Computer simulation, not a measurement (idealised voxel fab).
Process module, titled voxel trench capacitor
Section shown: cut. Width: 165 nm. Cell size: 5 nm, square.
Cross-section format: a grid of square cells, given as bands from top to bottom; each band is one or more rows of cells.
Look at the band entry: it leads with the top's height and the bottom's height in nm. Then it lists the materials left to right, with a width in nm for each. The word "everywhere" on a single material says that material fills the band edge to edge. The word "blank" is empty space.
Height is counted from the level 0, under which the received wafer is composed throughout of one material. The lowest of the bands is not closed at the bottom but continues downward, in the notation "0 nm and below".
Width spec "30->40" -> top row of cells at first value, bottom row at second value, equal per-row change in between.
What does "nothing changed" mean for a step? It means no cell of the cross-section changed in that step.
Enclosed voids (no open way to top), threshold 8 cells or more, entry "Enclosed internal voids", notation width x height at distance, distance from left edge, nm.
Where a step's line continues beyond its settings, the continuation is a remark by the simulator itself on that step.
"overlay nm" on a masked step: distance the mask lay right of its planned place, negative for left.

-- Steps planned for the process
1 RECEIVE: material Si
2 CONFORMAL_DEP: material SiN, thk nm 5
3 DIRECTIONAL_DEP: material aC, thk nm 15
4 PATTERN: tone open, mask id TRENCH, material resist, width nm 15, pitch nm 40, thk nm 35, overlay nm 0
5 DIRECTIONAL_ETCH: etch materials aC, depth nm 15
6 STRIP: etch materials resist
7 DIRECTIONAL_ETCH: etch materials SiN, depth nm 5
8 DIRECTIONAL_ETCH: etch materials Si, depth nm 40
9 STRIP: etch materials aC
10 CONFORMAL_DEP: material Al2O3, thk nm 5
11 FILL_DEP: material polySi, thk nm 5
12 CMP: height nm 5

-- First of two wafers, processed according to plan

-- Incoming wafer, cross-sectional view, post step 1
> 0 nm and below = Si everywhere
> Enclosed internal voids: none

-- You're looking at a cross-section of the wafer after step 2
> 5 nm to 0 nm = SiN everywhere
> Below 0, the layers are the same as they were.

-- You're looking at a cross-section of the wafer after step 3
> 20 nm to 5 nm = aC everywhere
> Below 5, the layers are the same as they were.

-- You're looking at a cross-section of the wafer after step 4
> 55 nm to 20 nm = resist 35 nm  blank 15 nm  resist 25 nm  blank 15 nm  resist 25 nm  blank 15 nm  resist 35 nm
> Below 20, the layers are the same as they were.

-- You're looking at a cross-section of the wafer after step 5
> 40 nm to 20 nm = resist 35 nm  blank 15 nm  resist 25 nm  blank 15 nm  resist 25 nm  blank 15 nm  resist 35 nm
> 20 nm to 5 nm = aC 35 nm  blank 15 nm  aC 25 nm  blank 15 nm  aC 25 nm  blank 15 nm  aC 35 nm
> Below 5, the layers are the same as they were.

-- You're looking at a cross-section of the wafer after step 6
> 20 nm to 5 nm = aC 35 nm  blank 15 nm  aC 25 nm  blank 15 nm  aC 25 nm  blank 15 nm  aC 35 nm
> Below 5, the layers are the same as they were.

-- You're looking at a cross-section of the wafer after step 7
> 20 nm to 5 nm = aC 35 nm  blank 15 nm  aC 25 nm  blank 15 nm  aC 25 nm  blank 15 nm  aC 35 nm
> 5 nm to 0 nm = SiN 35 nm  blank 15 nm  SiN 25 nm  blank 15 nm  SiN 25 nm  blank 15 nm  SiN 35 nm
> Below 0, the layers are the same as they were.

-- You're looking at a cross-section of the wafer after step 8
> 20 nm to 5 nm = aC 35 nm  blank 15 nm  aC 25 nm  blank 15 nm  aC 25 nm  blank 15 nm  aC 35 nm
> 5 nm to 0 nm = SiN 35 nm  blank 15 nm  SiN 25 nm  blank 15 nm  SiN 25 nm  blank 15 nm  SiN 35 nm
> 0 nm to -40 nm = Si 35 nm  blank 15 nm  Si 25 nm  blank 15 nm  Si 25 nm  blank 15 nm  Si 35 nm
> Below -40, the layers are the same as they were.

-- You're looking at a cross-section of the wafer after step 9
> 5 nm to 0 nm = SiN 35 nm  blank 15 nm  SiN 25 nm  blank 15 nm  SiN 25 nm  blank 15 nm  SiN 35 nm
> Below 0, the layers are the same as they were.

-- You're looking at a cross-section of the wafer after step 10
> 10 nm to 5 nm = Al2O3 40 nm  blank 5 nm  Al2O3 35 nm  blank 5 nm  Al2O3 35 nm  blank 5 nm  Al2O3 40 nm
> 5 nm to 0 nm = SiN 35 nm  Al2O3 5 nm  blank 5 nm  Al2O3 5 nm  SiN 25 nm  Al2O3 5 nm  blank 5 nm  Al2O3 5 nm  SiN 25 nm  Al2O3 5 nm  blank 5 nm  Al2O3 5 nm  SiN 35 nm
> 0 nm to -35 nm = Si 35 nm  Al2O3 5 nm  blank 5 nm  Al2O3 5 nm  Si 25 nm  Al2O3 5 nm  blank 5 nm  Al2O3 5 nm  Si 25 nm  Al2O3 5 nm  blank 5 nm  Al2O3 5 nm  Si 35 nm
> -35 nm to -40 nm = Si 35 nm  Al2O3 15 nm  Si 25 nm  Al2O3 15 nm  Si 25 nm  Al2O3 15 nm  Si 35 nm
> Below -40, the layers are the same as they were.

-- You're looking at a cross-section of the wafer after step 11
> 15 nm to 10 nm = polySi everywhere
> 10 nm to 5 nm = Al2O3 40 nm  polySi 5 nm  Al2O3 35 nm  polySi 5 nm  Al2O3 35 nm  polySi 5 nm  Al2O3 40 nm
> 5 nm to 0 nm = SiN 35 nm  Al2O3 5 nm  polySi 5 nm  Al2O3 5 nm  SiN 25 nm  Al2O3 5 nm  polySi 5 nm  Al2O3 5 nm  SiN 25 nm  Al2O3 5 nm  polySi 5 nm  Al2O3 5 nm  SiN 35 nm
> 0 nm to -35 nm = Si 35 nm  Al2O3 5 nm  polySi 5 nm  Al2O3 5 nm  Si 25 nm  Al2O3 5 nm  polySi 5 nm  Al2O3 5 nm  Si 25 nm  Al2O3 5 nm  polySi 5 nm  Al2O3 5 nm  Si 35 nm
> Below -35, the layers are the same as they were.

-- You're looking at a cross-section of the wafer after step 12
> 5 nm to 0 nm = SiN 35 nm  Al2O3 5 nm  polySi 5 nm  Al2O3 5 nm  SiN 25 nm  Al2O3 5 nm  polySi 5 nm  Al2O3 5 nm  SiN 25 nm  Al2O3 5 nm  polySi 5 nm  Al2O3 5 nm  SiN 35 nm
> Below 0, the layers are the same as they were.

-- What follows concerns the second wafer, which started out like the first and was meant to follow the very same plan; one mistake crept in when it was run, but everything up to and including step 3 is the same as for the first wafer

-- The second wafer cut through, at the time step 4 was supposed to be finished
> 55 nm to 20 nm = blank 35 nm  resist 15 nm  blank 25 nm  resist 15 nm  blank 25 nm  resist 15 nm  blank 35 nm
> Below 20, the layers are the same as they were.

-- The second wafer cut through, at the time step 5 was supposed to be finished
> 40 nm to 20 nm = blank 35 nm  resist 15 nm  blank 25 nm  resist 15 nm  blank 25 nm  resist 15 nm  blank 35 nm
> 20 nm to 5 nm = blank 35 nm  aC 15 nm  blank 25 nm  aC 15 nm  blank 25 nm  aC 15 nm  blank 35 nm
> Below 5, the layers are the same as they were.

-- The second wafer cut through, at the time step 6 was supposed to be finished
> 20 nm to 5 nm = blank 35 nm  aC 15 nm  blank 25 nm  aC 15 nm  blank 25 nm  aC 15 nm  blank 35 nm
> Below 5, the layers are the same as they were.

-- The second wafer cut through, at the time step 7 was supposed to be finished
> 20 nm to 5 nm = blank 35 nm  aC 15 nm  blank 25 nm  aC 15 nm  blank 25 nm  aC 15 nm  blank 35 nm
> 5 nm to 0 nm = blank 35 nm  SiN 15 nm  blank 25 nm  SiN 15 nm  blank 25 nm  SiN 15 nm  blank 35 nm
> Below 0, the layers are the same as they were.

-- The second wafer cut through, at the time step 8 was supposed to be finished
> 20 nm to 5 nm = blank 35 nm  aC 15 nm  blank 25 nm  aC 15 nm  blank 25 nm  aC 15 nm  blank 35 nm
> 5 nm to 0 nm = blank 35 nm  SiN 15 nm  blank 25 nm  SiN 15 nm  blank 25 nm  SiN 15 nm  blank 35 nm
> 0 nm to -40 nm = blank 35 nm  Si 15 nm  blank 25 nm  Si 15 nm  blank 25 nm  Si 15 nm  blank 35 nm
> Below -40, the layers are the same as they were.

-- The second wafer cut through, at the time step 9 was supposed to be finished
> 5 nm to 0 nm = blank 35 nm  SiN 15 nm  blank 25 nm  SiN 15 nm  blank 25 nm  SiN 15 nm  blank 35 nm
> Below 0, the layers are the same as they were.

-- The second wafer cut through, at the time step 10 was supposed to be finished
> 10 nm to 5 nm = blank 30 nm  Al2O3 25 nm  blank 15 nm  Al2O3 25 nm  blank 15 nm  Al2O3 25 nm  blank 30 nm
> 5 nm to 0 nm = blank 30 nm  Al2O3 5 nm  SiN 15 nm  Al2O3 5 nm  blank 15 nm  Al2O3 5 nm  SiN 15 nm  Al2O3 5 nm  blank 15 nm  Al2O3 5 nm  SiN 15 nm  Al2O3 5 nm  blank 30 nm
> 0 nm to -35 nm = blank 30 nm  Al2O3 5 nm  Si 15 nm  Al2O3 5 nm  blank 15 nm  Al2O3 5 nm  Si 15 nm  Al2O3 5 nm  blank 15 nm  Al2O3 5 nm  Si 15 nm  Al2O3 5 nm  blank 30 nm
> -35 nm to -40 nm = Al2O3 35 nm  Si 15 nm  Al2O3 25 nm  Si 15 nm  Al2O3 25 nm  Si 15 nm  Al2O3 35 nm
> Below -40, the layers are the same as they were.

-- The second wafer cut through, at the time step 11 was supposed to be finished
> 15 nm to 10 nm = polySi everywhere
> 10 nm to 5 nm = polySi 30 nm  Al2O3 25 nm  polySi 15 nm  Al2O3 25 nm  polySi 15 nm  Al2O3 25 nm  polySi 30 nm
> 5 nm to 0 nm = polySi 30 nm  Al2O3 5 nm  SiN 15 nm  Al2O3 5 nm  polySi 15 nm  Al2O3 5 nm  SiN 15 nm  Al2O3 5 nm  polySi 15 nm  Al2O3 5 nm  SiN 15 nm  Al2O3 5 nm  polySi 30 nm
> 0 nm to -35 nm = polySi 30 nm  Al2O3 5 nm  Si 15 nm  Al2O3 5 nm  polySi 15 nm  Al2O3 5 nm  Si 15 nm  Al2O3 5 nm  polySi 15 nm  Al2O3 5 nm  Si 15 nm  Al2O3 5 nm  polySi 30 nm
> Below -35, the layers are the same as they were.

-- The second wafer cut through, at the time step 12 was supposed to be finished
> 5 nm to 0 nm = polySi 30 nm  Al2O3 5 nm  SiN 15 nm  Al2O3 5 nm  polySi 15 nm  Al2O3 5 nm  SiN 15 nm  Al2O3 5 nm  polySi 15 nm  Al2O3 5 nm  SiN 15 nm  Al2O3 5 nm  polySi 30 nm
> Below 0, the layers are the same as they were.
So what did we get wrong on this run? step 4 did not happen as planned, as run it was PATTERN: tone cover, mask id TRENCH, material resist, width nm 15, pitch nm 40, thk nm 35, overlay nm 0
Final tally in cells, some materials are higher or lower on the second wafer than on the first: Al2O3 +15 | Si -120 | SiN -15 | polySi +120
